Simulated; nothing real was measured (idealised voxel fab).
voxel self aligned vias: a process module
In the cross-section labelled cut, the width is 200 nm and each square cell is 5 nm.
Cross-section layout: square cells on a grid; listed as bands, top to bottom; a band spans one or more cell rows. Basically the band line says how high the top is and how high the bottom is, in nm, and then what's in it from left to right, every material with its width in nm. Empty space shows up as "empty", and if a single material carries "all across" it runs the full band edge to edge. Note: height 0 marks the level under which the wafer is uniformly one material as received. Lowest band unbounded below, written "top 0, no bottom". A width such as "30 to 40" changes by the same amount from each row of cells to the next, from the band's top row to its bottom row. A step reported as "no modifications" is a step in which no cell of the cross-section changed. The entry titled "Closed void catalog" provides the empty spaces that have no open way to the top, restricted to those of 8 cells or more. Each is presented as width x height at distance, the distance being measured from the left edge, with all three in nm. The remark found on a step's line after its settings is issued by the simulator itself and pertains to that step. The "overlay nm" setting may appear on a step's line; for a step that uses a mask, it gives how far to the right of its planned position the mask lay, and a negative value indicates the left.

**Steps in the process plan**
1,RECEIVE | material Si
2,CONFORMAL_DEP | material SiO2 | thk nm 10
3,CONFORMAL_DEP | material SiCN | thk nm 5
4,DIRECTIONAL_DEP | material lowk | thk nm 30
5,DIRECTIONAL_DEP | material aC | thk nm 15
6,PATTERN | tone open | mask id LINES | material resist | width nm 20 | pitch nm 60 | thk nm 35 | overlay nm 0
7,DIRECTIONAL_ETCH | etch materials aC | depth nm 15
8,STRIP | etch materials resist
9,DIRECTIONAL_ETCH | etch materials lowk | depth nm 30
10,STRIP | etch materials aC
11,CONFORMAL_DEP | material TiN | thk nm 5
12,FILL_DEP | material W | thk nm 5
13,CMP | height nm 45
14,SELECTIVE_ETCH | etch materials W Ru TiN | depth nm 10
15,FILL_DEP | material SiN | thk nm 10
16,CMP | height nm 45
17,DIRECTIONAL_DEP | material lowk | thk nm 20
18,DIRECTIONAL_DEP | material aC | thk nm 10
19,PATTERN | tone open | mask id VIAS | material resist | width nm 30 | thk nm 25 | overlay nm 0
20,DIRECTIONAL_ETCH | etch materials aC | depth nm 10
21,STRIP | etch materials resist
22,DIRECTIONAL_ETCH | etch materials lowk | depth nm 20
23,DIRECTIONAL_ETCH | etch materials SiN | depth nm 10
24,STRIP | etch materials aC
25,CONFORMAL_DEP | material TiN | thk nm 5
26,FILL_DEP | material Ru | thk nm 5
27,CMP | height nm 65
28,CONFORMAL_DEP | material SiN | thk nm 5

**First of two wafers, with the run carried out as planned**

**Cross-section of the wafer upon arrival, representing the state reached after step 1**
top 0, no bottom = Si all across
Closed void catalog: none

**Take a look at the wafer's cross-section after step 2**
top 10, bottom 0 = SiO2 all across
Heights below 0 show no change.

**Take a look at the wafer's cross-section after step 3**
top 15, bottom 10 = SiCN all across
Heights below 10 show no change.

**Take a look at the wafer's cross-section after step 4**
top 45, bottom 15 = lowk all across
Heights below 15 show no change.

**Take a look at the wafer's cross-section after step 5**
top 60, bottom 45 = aC all across
Heights below 45 show no change.

**Take a look at the wafer's cross-section after step 6**
top 95, bottom 60 = 60 resist  20 empty  40 resist  20 empty  60 resist
Heights below 60 show no change.

**Take a look at the wafer's cross-section after step 7**
top 80, bottom 60 = 60 resist  20 empty  40 resist  20 empty  60 resist
top 60, bottom 45 = 60 aC  20 empty  40 aC  20 empty  60 aC
Heights below 45 show no change.

**Take a look at the wafer's cross-section after step 8**
top 60, bottom 45 = 60 aC  20 empty  40 aC  20 empty  60 aC
Heights below 45 show no change.

**Take a look at the wafer's cross-section after step 9**
top 60, bottom 45 = 60 aC  20 empty  40 aC  20 empty  60 aC
top 45, bottom 15 = 60 lowk  20 empty  40 lowk  20 empty  60 lowk
Heights below 15 show no change.

**Take a look at the wafer's cross-section after step 10**
top 45, bottom 15 = 60 lowk  20 empty  40 lowk  20 empty  60 lowk
Heights below 15 show no change.

**Take a look at the wafer's cross-section after step 11**
top 50, bottom 45 = 65 TiN  10 empty  50 TiN  10 empty  65 TiN
top 45, bottom 20 = 60 lowk  5 TiN  10 empty  5 TiN  40 lowk  5 TiN  10 empty  5 TiN  60 lowk
top 20, bottom 15 = 60 lowk  20 TiN  40 lowk  20 TiN  60 lowk
Heights below 15 show no change.

**Take a look at the wafer's cross-section after step 12**
top 55, bottom 50 = W all across
top 50, bottom 45 = 65 TiN  10 W  50 TiN  10 W  65 TiN
top 45, bottom 20 = 60 lowk  5 TiN  10 W  5 TiN  40 lowk  5 TiN  10 W  5 TiN  60 lowk
Heights below 20 show no change.

**Take a look at the wafer's cross-section after step 13**
top 45, bottom 20 = 60 lowk  5 TiN  10 W  5 TiN  40 lowk  5 TiN  10 W  5 TiN  60 lowk
Heights below 20 show no change.

**Take a look at the wafer's cross-section after step 14**
top 45, bottom 35 = 60 lowk  20 empty  40 lowk  20 empty  60 lowk
Heights below 35 show no change.

**Take a look at the wafer's cross-section after step 15**
top 55, bottom 45 = SiN all across
top 45, bottom 35 = 60 lowk  20 SiN  40 lowk  20 SiN  60 lowk
Heights below 35 show no change.

**Take a look at the wafer's cross-section after step 16**
top 45, bottom 35 = 60 lowk  20 SiN  40 lowk  20 SiN  60 lowk
Heights below 35 show no change.

**Take a look at the wafer's cross-section after step 17**
top 65, bottom 45 = lowk all across
Heights below 45 show no change.

**Take a look at the wafer's cross-section after step 18**
top 75, bottom 65 = aC all across
Heights below 65 show no change.

**Take a look at the wafer's cross-section after step 19**
top 100, bottom 75 = 55 resist  30 empty  115 resist
Heights below 75 show no change.

**Take a look at the wafer's cross-section after step 20**
top 90, bottom 75 = 55 resist  30 empty  115 resist
top 75, bottom 65 = 55 aC  30 empty  115 aC
Heights below 65 show no change.

**Take a look at the wafer's cross-section after step 21**
top 75, bottom 65 = 55 aC  30 empty  115 aC
Heights below 65 show no change.

**Take a look at the wafer's cross-section after step 22**
top 75, bottom 65 = 55 aC  30 empty  115 aC
top 65, bottom 45 = 55 lowk  30 empty  115 lowk
Heights below 45 show no change.

**Take a look at the wafer's cross-section after step 23**
top 75, bottom 65 = 55 aC  30 empty  115 aC
top 65, bottom 45 = 55 lowk  30 empty  115 lowk
top 45, bottom 35 = 60 lowk  20 empty  40 lowk  20 SiN  60 lowk
Heights below 35 show no change.

**Take a look at the wafer's cross-section after step 24**
top 65, bottom 45 = 55 lowk  30 empty  115 lowk
Heights below 45 show no change.

**Take a look at the wafer's cross-section after step 25**
top 70, bottom 65 = 60 TiN  20 empty  120 TiN
top 65, bottom 50 = 55 lowk  5 TiN  20 empty  5 TiN  115 lowk
top 50, bottom 45 = 55 lowk  10 TiN  10 empty  10 TiN  115 lowk
top 45, bottom 40 = 60 lowk  5 TiN  10 empty  5 TiN  40 lowk  20 SiN  60 lowk
top 40, bottom 35 = 60 lowk  20 TiN  40 lowk  20 SiN  60 lowk
Heights below 35 show no change.

**Take a look at the wafer's cross-section after step 26**
top 75, bottom 70 = Ru all across
top 70, bottom 65 = 60 TiN  20 Ru  120 TiN
top 65, bottom 50 = 55 lowk  5 TiN  20 Ru  5 TiN  115 lowk
top 50, bottom 45 = 55 lowk  10 TiN  10 Ru  10 TiN  115 lowk
top 45, bottom 40 = 60 lowk  5 TiN  10 Ru  5 TiN  40 lowk  20 SiN  60 lowk
Heights below 40 show no change.

**Take a look at the wafer's cross-section after step 27**
top 65, bottom 50 = 55 lowk  5 TiN  20 Ru  5 TiN  115 lowk
Heights below 50 show no change.

**Take a look at the wafer's cross-section after step 28**
top 70, bottom 65 = SiN all across
Heights below 65 show no change.

**Okay, second wafer. Nothing different at the start, nothing different in the plan, just one mistake somewhere in the running. As far as step 2, counting that step, it's the first wafer all over again**

**Second wafer cross-section, taken as of the time the plan sets for step 3 to be done**
top 40, bottom 10 = lowk all across
Heights below 10 show no change.

**Second wafer cross-section, taken as of the time the plan sets for step 4 to be done**
top 45, bottom 40 = SiCN all across
Heights below 40 show no change.

**Second wafer cross-section, taken as of the time the plan sets for step 5 to be done**
top 60, bottom 45 = aC all across
Heights below 45 show no change.

**Second wafer cross-section, taken as of the time the plan sets for step 6 to be done**
top 95, bottom 60 = 60 resist  20 empty  40 resist  20 empty  60 resist
Heights below 60 show no change.

**Second wafer cross-section, taken as of the time the plan sets for step 7 to be done**
top 80, bottom 60 = 60 resist  20 empty  40 resist  20 empty  60 resist
top 60, bottom 45 = 60 aC  20 empty  40 aC  20 empty  60 aC
Heights below 45 show no change.

**Second wafer cross-section, taken as of the time the plan sets for step 8 to be done**
top 60, bottom 45 = 60 aC  20 empty  40 aC  20 empty  60 aC
Heights below 45 show no change.

Second wafer cross-section, taken as of the time the plan sets for step 9 to be done: no modifications

**Second wafer cross-section, taken as of the time the plan sets for step 10 to be done**
top 45, bottom 40 = SiCN all across
Heights below 40 show no change.

**Second wafer cross-section, taken as of the time the plan sets for step 11 to be done**
top 50, bottom 45 = TiN all across
Heights below 45 show no change.

**Second wafer cross-section, taken as of the time the plan sets for step 12 to be done**
top 55, bottom 50 = W all across
Heights below 50 show no change.

**Second wafer cross-section, taken as of the time the plan sets for step 13 to be done**
top 45, bottom 40 = SiCN all across
Heights below 40 show no change.

Second wafer cross-section, taken as of the time the plan sets for step 14 to be done: no modifications

**Second wafer cross-section, taken as of the time the plan sets for step 15 to be done**
top 55, bottom 45 = SiN all across
Heights below 45 show no change.

**Second wafer cross-section, taken as of the time the plan sets for step 16 to be done**
top 45, bottom 40 = SiCN all across
Heights below 40 show no change.

**Second wafer cross-section, taken as of the time the plan sets for step 17 to be done**
top 65, bottom 45 = lowk all across
Heights below 45 show no change.

**Second wafer cross-section, taken as of the time the plan sets for step 18 to be done**
top 75, bottom 65 = aC all across
Heights below 65 show no change.

**Second wafer cross-section, taken as of the time the plan sets for step 19 to be done**
top 100, bottom 75 = 55 resist  30 empty  115 resist
Heights below 75 show no change.

**Second wafer cross-section, taken as of the time the plan sets for step 20 to be done**
top 90, bottom 75 = 55 resist  30 empty  115 resist
top 75, bottom 65 = 55 aC  30 empty  115 aC
Heights below 65 show no change.

**Second wafer cross-section, taken as of the time the plan sets for step 21 to be done**
top 75, bottom 65 = 55 aC  30 empty  115 aC
Heights below 65 show no change.

**Second wafer cross-section, taken as of the time the plan sets for step 22 to be done**
top 75, bottom 65 = 55 aC  30 empty  115 aC
top 65, bottom 45 = 55 lowk  30 empty  115 lowk
Heights below 45 show no change.

Second wafer cross-section, taken as of the time the plan sets for step 23 to be done: no modifications

**Second wafer cross-section, taken as of the time the plan sets for step 24 to be done**
top 65, bottom 45 = 55 lowk  30 empty  115 lowk
Heights below 45 show no change.

**Second wafer cross-section, taken as of the time the plan sets for step 25 to be done**
top 70, bottom 65 = 60 TiN  20 empty  120 TiN
top 65, bottom 50 = 55 lowk  5 TiN  20 empty  5 TiN  115 lowk
top 50, bottom 45 = 55 lowk  30 TiN  115 lowk
Heights below 45 show no change.

**Second wafer cross-section, taken as of the time the plan sets for step 26 to be done**
top 75, bottom 70 = Ru all across
top 70, bottom 65 = 60 TiN  20 Ru  120 TiN
top 65, bottom 50 = 55 lowk  5 TiN  20 Ru  5 TiN  115 lowk
Heights below 50 show no change.

**Second wafer cross-section, taken as of the time the plan sets for step 27 to be done**
top 65, bottom 50 = 55 lowk  5 TiN  20 Ru  5 TiN  115 lowk
Heights below 50 show no change.

**Second wafer cross-section, taken as of the time the plan sets for step 28 to be done**
top 70, bottom 65 = SiN all across
Heights below 65 show no change.
Here's what went sideways: swap of plan steps 3 and 4 during execution
End check, counted in cells, second wafer has more or fewer of these materials than the first: 4 fewer of Ru, 8 fewer of SiN, 24 fewer of TiN, 12 fewer of W, 48 more of lowk
